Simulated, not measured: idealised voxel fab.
Process module in this document: voxel wiring stack
The cross-section shown here is cut; it is 280 nm wide and divided into square cells measuring 5 nm on a side.
Cross-sections here: square-cell grids, written as top-down lists of bands, a band being one or more rows of cells. The entry gives the band's vertical extent as a top height and a bottom height in nm, then its horizontal make-up as materials from left to right, each with a width in nm. "empty" stands for empty space; a single material marked "all across" fills the band edge to edge. Heights are reckoned from 0. Under this level, the received wafer is all of one material. The bottommost band is open-ended downward, for example "0 down". Width "30 to 40": first value at the band's top row of cells, second value at its bottom row, equal change from row to row. Any step labelled "remains unaltered" changed none of the cells in the cross-section. Sealed void inventory: empty space of 8 cells or more with no open way to the top, each as width x height at its distance from the left edge, in nm. Text after the settings on a step's line: the simulator's own remark on that step. overlay nm: on a step with a mask, how far right of its planned place the mask lay; negative means left.

### Listed below are the process steps as planned
1,RECEIVE with material Si
2,CONFORMAL_DEP with material SiO2, thk nm 15
3,CONFORMAL_DEP with material SiN, thk nm 5
4,DIRECTIONAL_DEP with material lowk, thk nm 15
5,DIRECTIONAL_DEP with material aC, thk nm 15
6,PATTERN with tone open, mask id METAL_1, material resist, width nm 25, pitch nm 55, thk nm 35, overlay nm 0
7,DIRECTIONAL_ETCH with etch materials aC, depth nm 15
8,STRIP with etch materials resist
9,DIRECTIONAL_ETCH with etch materials lowk, depth nm 15
10,DIRECTIONAL_ETCH with etch materials SiN, depth nm 5
11,STRIP with etch materials aC
12,CONFORMAL_DEP with material TiN, thk nm 5
13,FILL_DEP with material Cu, thk nm 10
14,CMP with height nm 35
15,EPI with material Ru, thk nm 5
16,FILL_DEP with material SiCN, thk nm 5
17,DIRECTIONAL_DEP with material SiO2, thk nm 25
18,MASKED_ETCH with tone open, mask id METAL_2, width nm 25, pitch nm 55, etch materials SiO2, depth nm 15, overlay nm 0
19,PATTERN with tone open, mask id METAL_2_HOLES, material resist, width nm 15, thk nm 20, overlay nm 0
20,DIRECTIONAL_ETCH with etch materials SiO2, depth nm 10
21,DIRECTIONAL_ETCH with etch materials SiCN, depth nm 5
22,STRIP with etch materials resist
23,CONFORMAL_DEP with material TiN, thk nm 5
24,FILL_DEP with material Cu, thk nm 5
25,CMP with height nm 70
26,CONFORMAL_DEP with material SiCN, thk nm 5
27,DIRECTIONAL_DEP with material SiO2, thk nm 30
28,PATTERN with tone open, mask id METAL_3, material resist, width nm 25, pitch nm 55, thk nm 15, overlay nm 0
29,DIRECTIONAL_ETCH with etch materials SiO2, depth nm 15
30,STRIP with etch materials resist
31,PATTERN with tone open, mask id METAL_3_HOLES, material resist, width nm 15, pitch nm 55, thk nm 15, overlay nm 0
32,DIRECTIONAL_ETCH with etch materials SiO2, depth nm 15
33,DIRECTIONAL_ETCH with etch materials SiCN, depth nm 5
34,STRIP with etch materials resist
35,CONFORMAL_DEP with material TiN, thk nm 5
36,FILL_DEP with material Ru, thk nm 10
37,CMP with height nm 105
38,CONFORMAL_DEP with material SiCN, thk nm 5

### What follows covers the first of two wafers; it ran as planned

### Shown in cross-section is the wafer as received, that is, as it stands after step 1
	0 down | Si all across
	Sealed void inventory: none

### Cross-section: wafer state after step 2
	15 to 0 | SiO2 all across
	Below 0 it's all the same as before, nothing changed down there.

### Cross-section: wafer state after step 3
	20 to 15 | SiN all across
	Below 15 it's all the same as before, nothing changed down there.

### Cross-section: wafer state after step 4
	35 to 20 | lowk all across
	Below 20 it's all the same as before, nothing changed down there.

### Cross-section: wafer state after step 5
	50 to 35 | aC all across
	Below 35 it's all the same as before, nothing changed down there.

### Cross-section: wafer state after step 6
	85 to 50 | resist (100)  empty (25)  resist (30)  empty (25)  resist (100)
	Below 50 it's all the same as before, nothing changed down there.

### Cross-section: wafer state after step 7
	70 to 50 | resist (100)  empty (25)  resist (30)  empty (25)  resist (100)
	50 to 35 | aC (100)  empty (25)  aC (30)  empty (25)  aC (100)
	Below 35 it's all the same as before, nothing changed down there.

### Cross-section: wafer state after step 8
	50 to 35 | aC (100)  empty (25)  aC (30)  empty (25)  aC (100)
	Below 35 it's all the same as before, nothing changed down there.

### Cross-section: wafer state after step 9
	50 to 35 | aC (100)  empty (25)  aC (30)  empty (25)  aC (100)
	35 to 20 | lowk (100)  empty (25)  lowk (30)  empty (25)  lowk (100)
	Below 20 it's all the same as before, nothing changed down there.

### Cross-section: wafer state after step 10
	50 to 35 | aC (100)  empty (25)  aC (30)  empty (25)  aC (100)
	35 to 20 | lowk (100)  empty (25)  lowk (30)  empty (25)  lowk (100)
	20 to 15 | SiN (100)  empty (25)  SiN (30)  empty (25)  SiN (100)
	Below 15 it's all the same as before, nothing changed down there.

### Cross-section: wafer state after step 11
	35 to 20 | lowk (100)  empty (25)  lowk (30)  empty (25)  lowk (100)
	Below 20 it's all the same as before, nothing changed down there.

### Cross-section: wafer state after step 12
	40 to 35 | TiN (105)  empty (15)  TiN (40)  empty (15)  TiN (105)
	35 to 20 | lowk (100)  TiN (5)  empty (15)  TiN (5)  lowk (30)  TiN (5)  empty (15)  TiN (5)  lowk (100)
	20 to 15 | SiN (100)  TiN (25)  SiN (30)  TiN (25)  SiN (100)
	Below 15 it's all the same as before, nothing changed down there.

### Cross-section: wafer state after step 13
	50 to 40 | Cu all across
	40 to 35 | TiN (105)  Cu (15)  TiN (40)  Cu (15)  TiN (105)
	35 to 20 | lowk (100)  TiN (5)  Cu (15)  TiN (5)  lowk (30)  TiN (5)  Cu (15)  TiN (5)  lowk (100)
	Below 20 it's all the same as before, nothing changed down there.

### Cross-section: wafer state after step 14
	35 to 20 | lowk (100)  TiN (5)  Cu (15)  TiN (5)  lowk (30)  TiN (5)  Cu (15)  TiN (5)  lowk (100)
	Below 20 it's all the same as before, nothing changed down there.

### Cross-section: wafer state after step 15
	40 to 35 | empty (95)  Ru (35)  empty (20)  Ru (35)  empty (95)
	Below 35 it's all the same as before, nothing changed down there.

### Cross-section: wafer state after step 16
	45 to 40 | SiCN all across
	40 to 35 | SiCN (95)  Ru (35)  SiCN (20)  Ru (35)  SiCN (95)
	Below 35 it's all the same as before, nothing changed down there.

### Cross-section: wafer state after step 17
	70 to 45 | SiO2 all across
	Below 45 it's all the same as before, nothing changed down there.

### Cross-section: wafer state after step 18
	70 to 55 | SiO2 (100)  empty (25)  SiO2 (30)  empty (25)  SiO2 (100)
	Below 55 it's all the same as before, nothing changed down there.

### Cross-section: wafer state after step 19
	90 to 70 | resist (100)  empty (15)  resist (165)
	70 to 55 | SiO2 (100)  empty (15)  resist (10)  SiO2 (30)  resist (25)  SiO2 (100)
	Below 55 it's all the same as before, nothing changed down there.

### Cross-section: wafer state after step 20
	90 to 70 | resist (100)  empty (15)  resist (165)
	70 to 55 | SiO2 (100)  empty (15)  resist (10)  SiO2 (30)  resist (25)  SiO2 (100)
	55 to 45 | SiO2 (100)  empty (15)  SiO2 (165)
	Below 45 it's all the same as before, nothing changed down there.

### Cross-section: wafer state after step 21
	90 to 70 | resist (100)  empty (15)  resist (165)
	70 to 55 | SiO2 (100)  empty (15)  resist (10)  SiO2 (30)  resist (25)  SiO2 (100)
	55 to 45 | SiO2 (100)  empty (15)  SiO2 (165)
	45 to 40 | SiCN (100)  empty (15)  SiCN (165)
	Below 40 it's all the same as before, nothing changed down there.

### Cross-section: wafer state after step 22
	70 to 55 | SiO2 (100)  empty (25)  SiO2 (30)  empty (25)  SiO2 (100)
	Below 55 it's all the same as before, nothing changed down there.

### Cross-section: wafer state after step 23
	75 to 70 | TiN (105)  empty (15)  TiN (40)  empty (15)  TiN (105)
	70 to 60 | SiO2 (100)  TiN (5)  empty (15)  TiN (5)  SiO2 (30)  TiN (5)  empty (15)  TiN (5)  SiO2 (100)
	60 to 55 | SiO2 (100)  TiN (5)  empty (5)  TiN (15)  SiO2 (30)  TiN (25)  SiO2 (100)
	55 to 45 | SiO2 (100)  TiN (5)  empty (5)  TiN (5)  SiO2 (165)
	45 to 40 | SiCN (100)  TiN (15)  SiCN (165)
	Below 40 it's all the same as before, nothing changed down there.

### Cross-section: wafer state after step 24
	80 to 75 | Cu all across
	75 to 70 | TiN (105)  Cu (15)  TiN (40)  Cu (15)  TiN (105)
	70 to 60 | SiO2 (100)  TiN (5)  Cu (15)  TiN (5)  SiO2 (30)  TiN (5)  Cu (15)  TiN (5)  SiO2 (100)
	60 to 55 | SiO2 (100)  TiN (5)  Cu (5)  TiN (15)  SiO2 (30)  TiN (25)  SiO2 (100)
	55 to 45 | SiO2 (100)  TiN (5)  Cu (5)  TiN (5)  SiO2 (165)
	Below 45 it's all the same as before, nothing changed down there.

### Cross-section: wafer state after step 25
	70 to 60 | SiO2 (100)  TiN (5)  Cu (15)  TiN (5)  SiO2 (30)  TiN (5)  Cu (15)  TiN (5)  SiO2 (100)
	Below 60 it's all the same as before, nothing changed down there.

### Cross-section: wafer state after step 26
	75 to 70 | SiCN all across
	Below 70 it's all the same as before, nothing changed down there.

### Cross-section: wafer state after step 27
	105 to 75 | SiO2 all across
	Below 75 it's all the same as before, nothing changed down there.

### Cross-section: wafer state after step 28
	120 to 105 | resist (100)  empty (25)  resist (30)  empty (25)  resist (100)
	Below 105 it's all the same as before, nothing changed down there.

### Cross-section: wafer state after step 29
	120 to 105 | resist (100)  empty (25)  resist (30)  empty (25)  resist (100)
	105 to 90 | SiO2 (100)  empty (25)  SiO2 (30)  empty (25)  SiO2 (100)
	Below 90 it's all the same as before, nothing changed down there.

### Cross-section: wafer state after step 30
	105 to 90 | SiO2 (100)  empty (25)  SiO2 (30)  empty (25)  SiO2 (100)
	Below 90 it's all the same as before, nothing changed down there.

### Cross-section: wafer state after step 31
	120 to 105 | resist (100)  empty (15)  resist (40)  empty (15)  resist (110)
	105 to 90 | SiO2 (100)  empty (15)  resist (10)  SiO2 (30)  empty (15)  resist (10)  SiO2 (100)
	Below 90 it's all the same as before, nothing changed down there.

### Cross-section: wafer state after step 32
	120 to 105 | resist (100)  empty (15)  resist (40)  empty (15)  resist (110)
	105 to 90 | SiO2 (100)  empty (15)  resist (10)  SiO2 (30)  empty (15)  resist (10)  SiO2 (100)
	90 to 75 | SiO2 (100)  empty (15)  SiO2 (40)  empty (15)  SiO2 (110)
	Below 75 it's all the same as before, nothing changed down there.

### Cross-section: wafer state after step 33
	120 to 105 | resist (100)  empty (15)  resist (40)  empty (15)  resist (110)
	105 to 90 | SiO2 (100)  empty (15)  resist (10)  SiO2 (30)  empty (15)  resist (10)  SiO2 (100)
	90 to 75 | SiO2 (100)  empty (15)  SiO2 (40)  empty (15)  SiO2 (110)
	75 to 70 | SiCN (100)  empty (15)  SiCN (40)  empty (15)  SiCN (110)
	Below 70 it's all the same as before, nothing changed down there.

### Cross-section: wafer state after step 34
	105 to 90 | SiO2 (100)  empty (25)  SiO2 (30)  empty (25)  SiO2 (100)
	Below 90 it's all the same as before, nothing changed down there.

### Cross-section: wafer state after step 35
	110 to 105 | TiN (105)  empty (15)  TiN (40)  empty (15)  TiN (105)
	105 to 95 | SiO2 (100)  TiN (5)  empty (15)  TiN (5)  SiO2 (30)  TiN (5)  empty (15)  TiN (5)  SiO2 (100)
	95 to 90 | SiO2 (100)  TiN (5)  empty (5)  TiN (15)  SiO2 (30)  TiN (5)  empty (5)  TiN (15)  SiO2 (100)
	90 to 75 | SiO2 (100)  TiN (5)  empty (5)  TiN (5)  SiO2 (40)  TiN (5)  empty (5)  TiN (5)  SiO2 (110)
	75 to 70 | SiCN (100)  TiN (15)  SiCN (40)  TiN (15)  SiCN (110)
	Below 70 it's all the same as before, nothing changed down there.

### Cross-section: wafer state after step 36
	120 to 110 | Ru all across
	110 to 105 | TiN (105)  Ru (15)  TiN (40)  Ru (15)  TiN (105)
	105 to 95 | SiO2 (100)  TiN (5)  Ru (15)  TiN (5)  SiO2 (30)  TiN (5)  Ru (15)  TiN (5)  SiO2 (100)
	95 to 90 | SiO2 (100)  TiN (5)  Ru (5)  TiN (15)  SiO2 (30)  TiN (5)  Ru (5)  TiN (15)  SiO2 (100)
	90 to 75 | SiO2 (100)  TiN (5)  Ru (5)  TiN (5)  SiO2 (40)  TiN (5)  Ru (5)  TiN (5)  SiO2 (110)
	Below 75 it's all the same as before, nothing changed down there.

### Cross-section: wafer state after step 37
	105 to 95 | SiO2 (100)  TiN (5)  Ru (15)  TiN (5)  SiO2 (30)  TiN (5)  Ru (15)  TiN (5)  SiO2 (100)
	Below 95 it's all the same as before, nothing changed down there.

### Cross-section: wafer state after step 38
	110 to 105 | SiCN all across
	Below 105 it's all the same as before, nothing changed down there.

### second wafer: like start, like plan, one mistake. Through step 22 it matches the first wafer

### Cross-section of the second wafer at the time by which step 23 should have been completed according to the plan
	75 to 70 | aC (105)  empty (15)  aC (40)  empty (15)  aC (105)
	70 to 60 | SiO2 (100)  aC (5)  empty (15)  aC (5)  SiO2 (30)  aC (5)  empty (15)  aC (5)  SiO2 (100)
	60 to 55 | SiO2 (100)  aC (5)  empty (5)  aC (15)  SiO2 (30)  aC (25)  SiO2 (100)
	55 to 45 | SiO2 (100)  aC (5)  empty (5)  aC (5)  SiO2 (165)
	45 to 40 | SiCN (100)  aC (15)  SiCN (165)
	Below 40 it's all the same as before, nothing changed down there.

### Cross-section of the second wafer at the time by which step 24 should have been completed according to the plan
	80 to 75 | Cu all across
	75 to 70 | aC (105)  Cu (15)  aC (40)  Cu (15)  aC (105)
	70 to 60 | SiO2 (100)  aC (5)  Cu (15)  aC (5)  SiO2 (30)  aC (5)  Cu (15)  aC (5)  SiO2 (100)
	60 to 55 | SiO2 (100)  aC (5)  Cu (5)  aC (15)  SiO2 (30)  aC (25)  SiO2 (100)
	55 to 45 | SiO2 (100)  aC (5)  Cu (5)  aC (5)  SiO2 (165)
	Below 45 it's all the same as before, nothing changed down there.

### Cross-section of the second wafer at the time by which step 25 should have been completed according to the plan
	70 to 60 | SiO2 (100)  aC (5)  Cu (15)  aC (5)  SiO2 (30)  aC (5)  Cu (15)  aC (5)  SiO2 (100)
	Below 60 it's all the same as before, nothing changed down there.

### Cross-section of the second wafer at the time by which step 26 should have been completed according to the plan
	75 to 70 | SiCN all across
	Below 70 it's all the same as before, nothing changed down there.

### Cross-section of the second wafer at the time by which step 27 should have been completed according to the plan
	105 to 75 | SiO2 all across
	Below 75 it's all the same as before, nothing changed down there.

### Cross-section of the second wafer at the time by which step 28 should have been completed according to the plan
	120 to 105 | resist (100)  empty (25)  resist (30)  empty (25)  resist (100)
	Below 105 it's all the same as before, nothing changed down there.

### Cross-section of the second wafer at the time by which step 29 should have been completed according to the plan
	120 to 105 | resist (100)  empty (25)  resist (30)  empty (25)  resist (100)
	105 to 90 | SiO2 (100)  empty (25)  SiO2 (30)  empty (25)  SiO2 (100)
	Below 90 it's all the same as before, nothing changed down there.

### Cross-section of the second wafer at the time by which step 30 should have been completed according to the plan
	105 to 90 | SiO2 (100)  empty (25)  SiO2 (30)  empty (25)  SiO2 (100)
	Below 90 it's all the same as before, nothing changed down there.

### Cross-section of the second wafer at the time by which step 31 should have been completed according to the plan
	120 to 105 | resist (100)  empty (15)  resist (40)  empty (15)  resist (110)
	105 to 90 | SiO2 (100)  empty (15)  resist (10)  SiO2 (30)  empty (15)  resist (10)  SiO2 (100)
	Below 90 it's all the same as before, nothing changed down there.

### Cross-section of the second wafer at the time by which step 32 should have been completed according to the plan
	120 to 105 | resist (100)  empty (15)  resist (40)  empty (15)  resist (110)
	105 to 90 | SiO2 (100)  empty (15)  resist (10)  SiO2 (30)  empty (15)  resist (10)  SiO2 (100)
	90 to 75 | SiO2 (100)  empty (15)  SiO2 (40)  empty (15)  SiO2 (110)
	Below 75 it's all the same as before, nothing changed down there.

### Cross-section of the second wafer at the time by which step 33 should have been completed according to the plan
	120 to 105 | resist (100)  empty (15)  resist (40)  empty (15)  resist (110)
	105 to 90 | SiO2 (100)  empty (15)  resist (10)  SiO2 (30)  empty (15)  resist (10)  SiO2 (100)
	90 to 75 | SiO2 (100)  empty (15)  SiO2 (40)  empty (15)  SiO2 (110)
	75 to 70 | SiCN (100)  empty (15)  SiCN (40)  empty (15)  SiCN (110)
	Below 70 it's all the same as before, nothing changed down there.

### Cross-section of the second wafer at the time by which step 34 should have been completed according to the plan
	105 to 90 | SiO2 (100)  empty (25)  SiO2 (30)  empty (25)  SiO2 (100)
	Below 90 it's all the same as before, nothing changed down there.

### Cross-section of the second wafer at the time by which step 35 should have been completed according to the plan
	110 to 105 | TiN (105)  empty (15)  TiN (40)  empty (15)  TiN (105)
	105 to 95 | SiO2 (100)  TiN (5)  empty (15)  TiN (5)  SiO2 (30)  TiN (5)  empty (15)  TiN (5)  SiO2 (100)
	95 to 90 | SiO2 (100)  TiN (5)  empty (5)  TiN (15)  SiO2 (30)  TiN (5)  empty (5)  TiN (15)  SiO2 (100)
	90 to 75 | SiO2 (100)  TiN (5)  empty (5)  TiN (5)  SiO2 (40)  TiN (5)  empty (5)  TiN (5)  SiO2 (110)
	75 to 70 | SiCN (100)  TiN (15)  SiCN (40)  TiN (15)  SiCN (110)
	Below 70 it's all the same as before, nothing changed down there.

### Cross-section of the second wafer at the time by which step 36 should have been completed according to the plan
	120 to 110 | Ru all across
	110 to 105 | TiN (105)  Ru (15)  TiN (40)  Ru (15)  TiN (105)
	105 to 95 | SiO2 (100)  TiN (5)  Ru (15)  TiN (5)  SiO2 (30)  TiN (5)  Ru (15)  TiN (5)  SiO2 (100)
	95 to 90 | SiO2 (100)  TiN (5)  Ru (5)  TiN (15)  SiO2 (30)  TiN (5)  Ru (5)  TiN (15)  SiO2 (100)
	90 to 75 | SiO2 (100)  TiN (5)  Ru (5)  TiN (5)  SiO2 (40)  TiN (5)  Ru (5)  TiN (5)  SiO2 (110)
	Below 75 it's all the same as before, nothing changed down there.

### Cross-section of the second wafer at the time by which step 37 should have been completed according to the plan
	105 to 95 | SiO2 (100)  TiN (5)  Ru (15)  TiN (5)  SiO2 (30)  TiN (5)  Ru (15)  TiN (5)  SiO2 (100)
	Below 95 it's all the same as before, nothing changed down there.

### Cross-section of the second wafer at the time by which step 38 should have been completed according to the plan
	110 to 105 | SiCN all across
	Below 105 it's all the same as before, nothing changed down there.
Which mistake was made when the wafer was run? not per plan at step 23, really ran CONFORMAL_DEP with material aC, thk nm 5
Materials where the second wafer ends with more or fewer cells than the first: 24 fewer of TiN, 24 more of aC
